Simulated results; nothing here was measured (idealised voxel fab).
A process module follows: voxel wiring stack.
Cross-sectional view cut (width: 280 nm; square cell size: 5 nm).
Cross-section = grid of square cells, listed top down in bands; band = one or more rows. Heights first: top, then bottom, in nm. Then materials, left to right, each with a width in nm. "edge to edge" on a single material: fills the band edge to edge. "blank": empty space. Note: height 0 marks the level under which the wafer is uniformly one material as received. Lowest band unbounded below, written "0 and below". Think of "30->40" as a width that walks from the first number to the second as you go down the band, top row to bottom row, taking equal-sized steps from row to row. Basically "remains unaltered" means that step didn't change any cell in the cross-section. Empty spaces without an open route to the top, at least 8 cells in extent, make up the entry "Closed empty spaces"; each is given as width x height at distance, where the distance is measured from the left edge, and all are in nm. The remark found on a step's line after its settings is issued by the simulator itself and pertains to that step. "overlay nm" answers the question of how far to the right of plan the mask lay on a step that has a mask, and when it is negative the answer is to the left.
The planned process steps are enumerated hereunder
| 1 | RECEIVE, material Si |
| 2 | CONFORMAL_DEP, material SiO2, thk nm 10 |
| 3 | DIRECTIONAL_DEP, material TiN, thk nm 5 |
| 4 | DIRECTIONAL_DEP, material W, thk nm 15 |
| 5 | MASKED_ETCH, tone cover, mask id METAL_1, width nm 20, pitch nm 40, etch materials W, depth nm 15, overlay nm 0 |
| 6 | MASKED_ETCH, tone cover, mask id METAL_1, width nm 20, pitch nm 40, etch materials TiN, depth nm 5, overlay nm 0 |
| 7 | CONFORMAL_DEP, material SiCN, thk nm 5 |
| 8 | FILL_DEP, material lowk, thk nm 5 |
| 9 | CMP, height nm 30 |
| 10 | CONFORMAL_DEP, material SiCN, thk nm 5 |
| 11 | DIRECTIONAL_DEP, material lowk, thk nm 25 |
| 12 | DIRECTIONAL_DEP, material aC, thk nm 10 |
| 13 | PATTERN, tone open, mask id METAL_2_HOLES, material resist, width nm 15, pitch nm 80, thk nm 30, overlay nm 0 |
| 14 | DIRECTIONAL_ETCH, etch materials aC, depth nm 10 |
| 15 | STRIP, etch materials resist |
| 16 | DIRECTIONAL_ETCH, etch materials lowk, depth nm 25 |
| 17 | STRIP, etch materials aC |
| 18 | PATTERN, tone open, mask id METAL_2, material resist, width nm 20, pitch nm 40, thk nm 15, overlay nm 0 |
| 19 | DIRECTIONAL_ETCH, etch materials lowk, depth nm 15 |
| 20 | DIRECTIONAL_ETCH, etch materials SiCN, depth nm 5 |
| 21 | STRIP, etch materials resist |
| 22 | CONFORMAL_DEP, material TiN, thk nm 5 |
| 23 | FILL_DEP, material Ru, thk nm 10 |
| 24 | CMP, height nm 60 |
| 25 | CONFORMAL_DEP, material SiCN, thk nm 5 |
First wafer of two (run as planned)
Cross-section of the wafer as it came to us, i.e., already through step 1
- 0 and below = Si edge to edge
- Closed empty spaces: none
Wafer section view after processing step 2
- 10 down to 0 = SiO2 edge to edge
- Everything under 0 stays put, no change at all.
Wafer section view after processing step 3
- 15 down to 10 = TiN edge to edge
- Everything under 10 stays put, no change at all.
Wafer section view after processing step 4
- 30 down to 15 = W edge to edge
- Everything under 15 stays put, no change at all.
Wafer section view after processing step 5
- 30 down to 15 = blank 70 nm / W 20 nm / blank 20 nm / W 20 nm / blank 20 nm / W 20 nm / blank 20 nm / W 20 nm / blank 70 nm
- Everything under 15 stays put, no change at all.
Wafer section view after processing step 6
- 30 down to 15 = blank 70 nm / W 20 nm / blank 20 nm / W 20 nm / blank 20 nm / W 20 nm / blank 20 nm / W 20 nm / blank 70 nm
- 15 down to 10 = blank 70 nm / TiN 20 nm / blank 20 nm / TiN 20 nm / blank 20 nm / TiN 20 nm / blank 20 nm / TiN 20 nm / blank 70 nm
- Everything under 10 stays put, no change at all.
Wafer section view after processing step 7
- 35 down to 30 = blank 65 nm / SiCN 30 nm / blank 10 nm / SiCN 30 nm / blank 10 nm / SiCN 30 nm / blank 10 nm / SiCN 30 nm / blank 65 nm
- 30 down to 15 = blank 65 nm / SiCN 5 nm / W 20 nm / SiCN 5 nm / blank 10 nm / SiCN 5 nm / W 20 nm / SiCN 5 nm / blank 10 nm / SiCN 5 nm / W 20 nm / SiCN 5 nm / blank 10 nm / SiCN 5 nm / W 20 nm / SiCN 5 nm / blank 65 nm
- 15 down to 10 = SiCN 70 nm / TiN 20 nm / SiCN 20 nm / TiN 20 nm / SiCN 20 nm / TiN 20 nm / SiCN 20 nm / TiN 20 nm / SiCN 70 nm
- Everything under 10 stays put, no change at all.
Wafer section view after processing step 8
- 40 down to 35 = lowk edge to edge
- 35 down to 30 = lowk 65 nm / SiCN 30 nm / lowk 10 nm / SiCN 30 nm / lowk 10 nm / SiCN 30 nm / lowk 10 nm / SiCN 30 nm / lowk 65 nm
- 30 down to 15 = lowk 65 nm / SiCN 5 nm / W 20 nm / SiCN 5 nm / lowk 10 nm / SiCN 5 nm / W 20 nm / SiCN 5 nm / lowk 10 nm / SiCN 5 nm / W 20 nm / SiCN 5 nm / lowk 10 nm / SiCN 5 nm / W 20 nm / SiCN 5 nm / lowk 65 nm
- Everything under 15 stays put, no change at all.
Wafer section view after processing step 9
- 30 down to 15 = lowk 65 nm / SiCN 5 nm / W 20 nm / SiCN 5 nm / lowk 10 nm / SiCN 5 nm / W 20 nm / SiCN 5 nm / lowk 10 nm / SiCN 5 nm / W 20 nm / SiCN 5 nm / lowk 10 nm / SiCN 5 nm / W 20 nm / SiCN 5 nm / lowk 65 nm
- Everything under 15 stays put, no change at all.
Wafer section view after processing step 10
- 35 down to 30 = SiCN edge to edge
- Everything under 30 stays put, no change at all.
Wafer section view after processing step 11
- 60 down to 35 = lowk edge to edge
- Everything under 35 stays put, no change at all.
Wafer section view after processing step 12
- 70 down to 60 = aC edge to edge
- Everything under 60 stays put, no change at all.
Wafer section view after processing step 13
- 100 down to 70 = resist 70 nm / blank 15 nm / resist 65 nm / blank 15 nm / resist 115 nm
- Everything under 70 stays put, no change at all.
Wafer section view after processing step 14
- 90 down to 70 = resist 70 nm / blank 15 nm / resist 65 nm / blank 15 nm / resist 115 nm
- 70 down to 60 = aC 70 nm / blank 15 nm / aC 65 nm / blank 15 nm / aC 115 nm
- Everything under 60 stays put, no change at all.
Wafer section view after processing step 15
- 70 down to 60 = aC 70 nm / blank 15 nm / aC 65 nm / blank 15 nm / aC 115 nm
- Everything under 60 stays put, no change at all.
Wafer section view after processing step 16
- 70 down to 60 = aC 70 nm / blank 15 nm / aC 65 nm / blank 15 nm / aC 115 nm
- 60 down to 35 = lowk 70 nm / blank 15 nm / lowk 65 nm / blank 15 nm / lowk 115 nm
- Everything under 35 stays put, no change at all.
Wafer section view after processing step 17
- 60 down to 35 = lowk 70 nm / blank 15 nm / lowk 65 nm / blank 15 nm / lowk 115 nm
- Everything under 35 stays put, no change at all.
Wafer section view after processing step 18
- 75 down to 60 = resist 70 nm / blank 20 nm / resist 20 nm / blank 20 nm / resist 20 nm / blank 20 nm / resist 20 nm / blank 20 nm / resist 70 nm
- Everything under 60 stays put, no change at all.
Wafer section view after processing step 19
- 75 down to 60 = resist 70 nm / blank 20 nm / resist 20 nm / blank 20 nm / resist 20 nm / blank 20 nm / resist 20 nm / blank 20 nm / resist 70 nm
- 60 down to 45 = lowk 70 nm / blank 20 nm / lowk 20 nm / blank 20 nm / lowk 20 nm / blank 20 nm / lowk 20 nm / blank 20 nm / lowk 70 nm
- Everything under 45 stays put, no change at all.
Wafer section view after processing step 20
- 75 down to 60 = resist 70 nm / blank 20 nm / resist 20 nm / blank 20 nm / resist 20 nm / blank 20 nm / resist 20 nm / blank 20 nm / resist 70 nm
- 60 down to 45 = lowk 70 nm / blank 20 nm / lowk 20 nm / blank 20 nm / lowk 20 nm / blank 20 nm / lowk 20 nm / blank 20 nm / lowk 70 nm
- 45 down to 35 = lowk 70 nm / blank 15 nm / lowk 65 nm / blank 15 nm / lowk 115 nm
- 35 down to 30 = SiCN 70 nm / blank 15 nm / SiCN 65 nm / blank 15 nm / SiCN 115 nm
- Everything under 30 stays put, no change at all.
Wafer section view after processing step 21
- 60 down to 45 = lowk 70 nm / blank 20 nm / lowk 20 nm / blank 20 nm / lowk 20 nm / blank 20 nm / lowk 20 nm / blank 20 nm / lowk 70 nm
- Everything under 45 stays put, no change at all.
Wafer section view after processing step 22
- 65 down to 60 = TiN 75 nm / blank 10 nm / TiN 30 nm / blank 10 nm / TiN 30 nm / blank 10 nm / TiN 30 nm / blank 10 nm / TiN 75 nm
- 60 down to 50 = lowk 70 nm / TiN 5 nm / blank 10 nm / TiN 5 nm / lowk 20 nm / TiN 5 nm / blank 10 nm / TiN 5 nm / lowk 20 nm / TiN 5 nm / blank 10 nm / TiN 5 nm / lowk 20 nm / TiN 5 nm / blank 10 nm / TiN 5 nm / lowk 70 nm
- 50 down to 45 = lowk 70 nm / TiN 5 nm / blank 5 nm / TiN 10 nm / lowk 20 nm / TiN 20 nm / lowk 20 nm / TiN 5 nm / blank 5 nm / TiN 10 nm / lowk 20 nm / TiN 20 nm / lowk 70 nm
- 45 down to 35 = lowk 70 nm / TiN 5 nm / blank 5 nm / TiN 5 nm / lowk 65 nm / TiN 5 nm / blank 5 nm / TiN 5 nm / lowk 115 nm
- 35 down to 30 = SiCN 70 nm / TiN 15 nm / SiCN 65 nm / TiN 15 nm / SiCN 115 nm
- Everything under 30 stays put, no change at all.
Wafer section view after processing step 23
- 75 down to 65 = Ru edge to edge
- 65 down to 60 = TiN 75 nm / Ru 10 nm / TiN 30 nm / Ru 10 nm / TiN 30 nm / Ru 10 nm / TiN 30 nm / Ru 10 nm / TiN 75 nm
- 60 down to 50 = lowk 70 nm / TiN 5 nm / Ru 10 nm / TiN 5 nm / lowk 20 nm / TiN 5 nm / Ru 10 nm / TiN 5 nm / lowk 20 nm / TiN 5 nm / Ru 10 nm / TiN 5 nm / lowk 20 nm / TiN 5 nm / Ru 10 nm / TiN 5 nm / lowk 70 nm
- 50 down to 45 = lowk 70 nm / TiN 5 nm / Ru 5 nm / TiN 10 nm / lowk 20 nm / TiN 20 nm / lowk 20 nm / TiN 5 nm / Ru 5 nm / TiN 10 nm / lowk 20 nm / TiN 20 nm / lowk 70 nm
- 45 down to 35 = lowk 70 nm / TiN 5 nm / Ru 5 nm / TiN 5 nm / lowk 65 nm / TiN 5 nm / Ru 5 nm / TiN 5 nm / lowk 115 nm
- Everything under 35 stays put, no change at all.
Wafer section view after processing step 24
- 60 down to 50 = lowk 70 nm / TiN 5 nm / Ru 10 nm / TiN 5 nm / lowk 20 nm / TiN 5 nm / Ru 10 nm / TiN 5 nm / lowk 20 nm / TiN 5 nm / Ru 10 nm / TiN 5 nm / lowk 20 nm / TiN 5 nm / Ru 10 nm / TiN 5 nm / lowk 70 nm
- Everything under 50 stays put, no change at all.
Wafer section view after processing step 25
- 65 down to 60 = SiCN edge to edge
- Everything under 60 stays put, no change at all.
The Second Wafer: Common Origin and Plan, One Mistake in Execution, Identical to the First Through Step 5
At the planned end of step 6, the second wafer in cross-section
- 30 down to 15 = blank 70 nm / W 20 nm / blank 20 nm / W 20 nm / blank 20 nm / W 20 nm / blank 20 nm / W 20 nm / blank 70 nm
- 15 down to 10 = blank 60 nm / TiN 30 nm / blank 10 nm / TiN 30 nm / blank 10 nm / TiN 30 nm / blank 10 nm / TiN 30 nm / blank 70 nm
- Everything under 10 stays put, no change at all.
At the planned end of step 7, the second wafer in cross-section
- 35 down to 30 = blank 65 nm / SiCN 30 nm / blank 10 nm / SiCN 30 nm / blank 10 nm / SiCN 30 nm / blank 10 nm / SiCN 30 nm / blank 65 nm
- 30 down to 20 = blank 65 nm / SiCN 5 nm / W 20 nm / SiCN 5 nm / blank 10 nm / SiCN 5 nm / W 20 nm / SiCN 5 nm / blank 10 nm / SiCN 5 nm / W 20 nm / SiCN 5 nm / blank 10 nm / SiCN 5 nm / W 20 nm / SiCN 5 nm / blank 65 nm
- 20 down to 15 = blank 55 nm / SiCN 15 nm / W 20 nm / SiCN 20 nm / W 20 nm / SiCN 20 nm / W 20 nm / SiCN 20 nm / W 20 nm / SiCN 5 nm / blank 65 nm
- 15 down to 10 = SiCN 60 nm / TiN 30 nm / SiCN 10 nm / TiN 30 nm / SiCN 10 nm / TiN 30 nm / SiCN 10 nm / TiN 30 nm / SiCN 70 nm
- Everything under 10 stays put, no change at all.
At the planned end of step 8, the second wafer in cross-section
- 40 down to 35 = lowk edge to edge
- 35 down to 30 = lowk 65 nm / SiCN 30 nm / lowk 10 nm / SiCN 30 nm / lowk 10 nm / SiCN 30 nm / lowk 10 nm / SiCN 30 nm / lowk 65 nm
- 30 down to 20 = lowk 65 nm / SiCN 5 nm / W 20 nm / SiCN 5 nm / lowk 10 nm / SiCN 5 nm / W 20 nm / SiCN 5 nm / lowk 10 nm / SiCN 5 nm / W 20 nm / SiCN 5 nm / lowk 10 nm / SiCN 5 nm / W 20 nm / SiCN 5 nm / lowk 65 nm
- 20 down to 15 = lowk 55 nm / SiCN 15 nm / W 20 nm / SiCN 20 nm / W 20 nm / SiCN 20 nm / W 20 nm / SiCN 20 nm / W 20 nm / SiCN 5 nm / lowk 65 nm
- Everything under 15 stays put, no change at all.
At the planned end of step 9, the second wafer in cross-section
- 30 down to 20 = lowk 65 nm / SiCN 5 nm / W 20 nm / SiCN 5 nm / lowk 10 nm / SiCN 5 nm / W 20 nm / SiCN 5 nm / lowk 10 nm / SiCN 5 nm / W 20 nm / SiCN 5 nm / lowk 10 nm / SiCN 5 nm / W 20 nm / SiCN 5 nm / lowk 65 nm
- Everything under 20 stays put, no change at all.
At the planned end of step 10, the second wafer in cross-section
- 35 down to 30 = SiCN edge to edge
- Everything under 30 stays put, no change at all.
At the planned end of step 11, the second wafer in cross-section
- 60 down to 35 = lowk edge to edge
- Everything under 35 stays put, no change at all.
At the planned end of step 12, the second wafer in cross-section
- 70 down to 60 = aC edge to edge
- Everything under 60 stays put, no change at all.
At the planned end of step 13, the second wafer in cross-section
- 100 down to 70 = resist 70 nm / blank 15 nm / resist 65 nm / blank 15 nm / resist 115 nm
- Everything under 70 stays put, no change at all.
At the planned end of step 14, the second wafer in cross-section
- 90 down to 70 = resist 70 nm / blank 15 nm / resist 65 nm / blank 15 nm / resist 115 nm
- 70 down to 60 = aC 70 nm / blank 15 nm / aC 65 nm / blank 15 nm / aC 115 nm
- Everything under 60 stays put, no change at all.
At the planned end of step 15, the second wafer in cross-section
- 70 down to 60 = aC 70 nm / blank 15 nm / aC 65 nm / blank 15 nm / aC 115 nm
- Everything under 60 stays put, no change at all.
At the planned end of step 16, the second wafer in cross-section
- 70 down to 60 = aC 70 nm / blank 15 nm / aC 65 nm / blank 15 nm / aC 115 nm
- 60 down to 35 = lowk 70 nm / blank 15 nm / lowk 65 nm / blank 15 nm / lowk 115 nm
- Everything under 35 stays put, no change at all.
At the planned end of step 17, the second wafer in cross-section
- 60 down to 35 = lowk 70 nm / blank 15 nm / lowk 65 nm / blank 15 nm / lowk 115 nm
- Everything under 35 stays put, no change at all.
At the planned end of step 18, the second wafer in cross-section
- 75 down to 60 = resist 70 nm / blank 20 nm / resist 20 nm / blank 20 nm / resist 20 nm / blank 20 nm / resist 20 nm / blank 20 nm / resist 70 nm
- Everything under 60 stays put, no change at all.
At the planned end of step 19, the second wafer in cross-section
- 75 down to 60 = resist 70 nm / blank 20 nm / resist 20 nm / blank 20 nm / resist 20 nm / blank 20 nm / resist 20 nm / blank 20 nm / resist 70 nm
- 60 down to 45 = lowk 70 nm / blank 20 nm / lowk 20 nm / blank 20 nm / lowk 20 nm / blank 20 nm / lowk 20 nm / blank 20 nm / lowk 70 nm
- Everything under 45 stays put, no change at all.
At the planned end of step 20, the second wafer in cross-section
- 75 down to 60 = resist 70 nm / blank 20 nm / resist 20 nm / blank 20 nm / resist 20 nm / blank 20 nm / resist 20 nm / blank 20 nm / resist 70 nm
- 60 down to 45 = lowk 70 nm / blank 20 nm / lowk 20 nm / blank 20 nm / lowk 20 nm / blank 20 nm / lowk 20 nm / blank 20 nm / lowk 70 nm
- 45 down to 35 = lowk 70 nm / blank 15 nm / lowk 65 nm / blank 15 nm / lowk 115 nm
- 35 down to 30 = SiCN 70 nm / blank 15 nm / SiCN 65 nm / blank 15 nm / SiCN 115 nm
- Everything under 30 stays put, no change at all.
At the planned end of step 21, the second wafer in cross-section
- 60 down to 45 = lowk 70 nm / blank 20 nm / lowk 20 nm / blank 20 nm / lowk 20 nm / blank 20 nm / lowk 20 nm / blank 20 nm / lowk 70 nm
- Everything under 45 stays put, no change at all.
At the planned end of step 22, the second wafer in cross-section
- 65 down to 60 = TiN 75 nm / blank 10 nm / TiN 30 nm / blank 10 nm / TiN 30 nm / blank 10 nm / TiN 30 nm / blank 10 nm / TiN 75 nm
- 60 down to 50 = lowk 70 nm / TiN 5 nm / blank 10 nm / TiN 5 nm / lowk 20 nm / TiN 5 nm / blank 10 nm / TiN 5 nm / lowk 20 nm / TiN 5 nm / blank 10 nm / TiN 5 nm / lowk 20 nm / TiN 5 nm / blank 10 nm / TiN 5 nm / lowk 70 nm
- 50 down to 45 = lowk 70 nm / TiN 5 nm / blank 5 nm / TiN 10 nm / lowk 20 nm / TiN 20 nm / lowk 20 nm / TiN 5 nm / blank 5 nm / TiN 10 nm / lowk 20 nm / TiN 20 nm / lowk 70 nm
- 45 down to 35 = lowk 70 nm / TiN 5 nm / blank 5 nm / TiN 5 nm / lowk 65 nm / TiN 5 nm / blank 5 nm / TiN 5 nm / lowk 115 nm
- 35 down to 30 = SiCN 70 nm / TiN 15 nm / SiCN 65 nm / TiN 15 nm / SiCN 115 nm
- Everything under 30 stays put, no change at all.
At the planned end of step 23, the second wafer in cross-section
- 75 down to 65 = Ru edge to edge
- 65 down to 60 = TiN 75 nm / Ru 10 nm / TiN 30 nm / Ru 10 nm / TiN 30 nm / Ru 10 nm / TiN 30 nm / Ru 10 nm / TiN 75 nm
- 60 down to 50 = lowk 70 nm / TiN 5 nm / Ru 10 nm / TiN 5 nm / lowk 20 nm / TiN 5 nm / Ru 10 nm / TiN 5 nm / lowk 20 nm / TiN 5 nm / Ru 10 nm / TiN 5 nm / lowk 20 nm / TiN 5 nm / Ru 10 nm / TiN 5 nm / lowk 70 nm
- 50 down to 45 = lowk 70 nm / TiN 5 nm / Ru 5 nm / TiN 10 nm / lowk 20 nm / TiN 20 nm / lowk 20 nm / TiN 5 nm / Ru 5 nm / TiN 10 nm / lowk 20 nm / TiN 20 nm / lowk 70 nm
- 45 down to 35 = lowk 70 nm / TiN 5 nm / Ru 5 nm / TiN 5 nm / lowk 65 nm / TiN 5 nm / Ru 5 nm / TiN 5 nm / lowk 115 nm
- Everything under 35 stays put, no change at all.
At the planned end of step 24, the second wafer in cross-section
- 60 down to 50 = lowk 70 nm / TiN 5 nm / Ru 10 nm / TiN 5 nm / lowk 20 nm / TiN 5 nm / Ru 10 nm / TiN 5 nm / lowk 20 nm / TiN 5 nm / Ru 10 nm / TiN 5 nm / lowk 20 nm / TiN 5 nm / Ru 10 nm / TiN 5 nm / lowk 70 nm
- Everything under 50 stays put, no change at all.
At the planned end of step 25, the second wafer in cross-section
- 65 down to 60 = SiCN edge to edge
- Everything under 60 stays put, no change at all.
Where did the run depart from the plan? step 6 was run on a setting that differed from the plan, and what really ran there is MASKED_ETCH, tone cover, mask id METAL_1, width nm 20, pitch nm 40, etch materials TiN, depth nm 5, overlay nm -10
Once processing is complete, comparing cell counts shows that the second wafer has more or fewer of certain materials than the first: TiN: 8 more; lowk: 8 fewer
